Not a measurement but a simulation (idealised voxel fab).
process module | voxel local oxidation
cross-section cut | 160 nm wide | cells 5 nm
A cross-section is a grid of square cells, given in bands from the top down. A band is one or more rows of cells.
Each band's line starts with the height of the band's top and of its bottom, in nm. Then come its materials from left to right, each with its width in nm. One material with "throughout" fills the band from edge to edge. "air" is empty space.
Height 0 is the level under which the wafer as received is all one material. The lowest band goes on downwards, as in "0 down".
A width such as "30 to 40" changes by the same amount from each row of cells to the next, from the band's top row to its bottom row.
"no change" after a step means that no cell of the cross-section changed.
closed voids: empty space of 8 cells or more with no open way to the top, each as width x height at its distance from the left edge, in nm
after a step's settings: what the simulator itself notes on the step
overlay nm, on a step with a mask: how far to the right of its planned place the mask lay; to the left if negative
plan
1 op RECEIVE | material Si
2 op CONFORMAL_DEP | material SiO2 | thk nm 5
3 op CONFORMAL_DEP | material SiN | thk nm 15
4 op PATTERN | tone cover | mask id ACTIVE | material resist | width nm 115 | thk nm 20 | overlay nm -5
5 op DIRECTIONAL_ETCH | etch materials SiN | depth nm 15
6 op STRIP | etch materials resist
7 op SELECTIVE_ETCH | etch materials SiO2 | depth nm 5
8 op OXIDIZE | depth nm 15
9 op STRIP | etch materials SiN
varied across the wafers: overlay nm of step 4. The plan shows the first wafer's value. All wafers start alike
first wafer as received, after step 1
  0 down: Si throughout
  closed voids: none
each wafer at the end: cells of each material gained (+) or lost (-) since it was received, then its closed voids
overlay nm -5 | -51 Si | +72 SiO2 | closed voids: none
overlay nm 0 | -51 Si | +72 SiO2 | closed voids: none
overlay nm 5 | -51 Si | +72 SiO2 | closed voids: none
overlay nm 10 | -51 Si | +72 SiO2 | closed voids: none
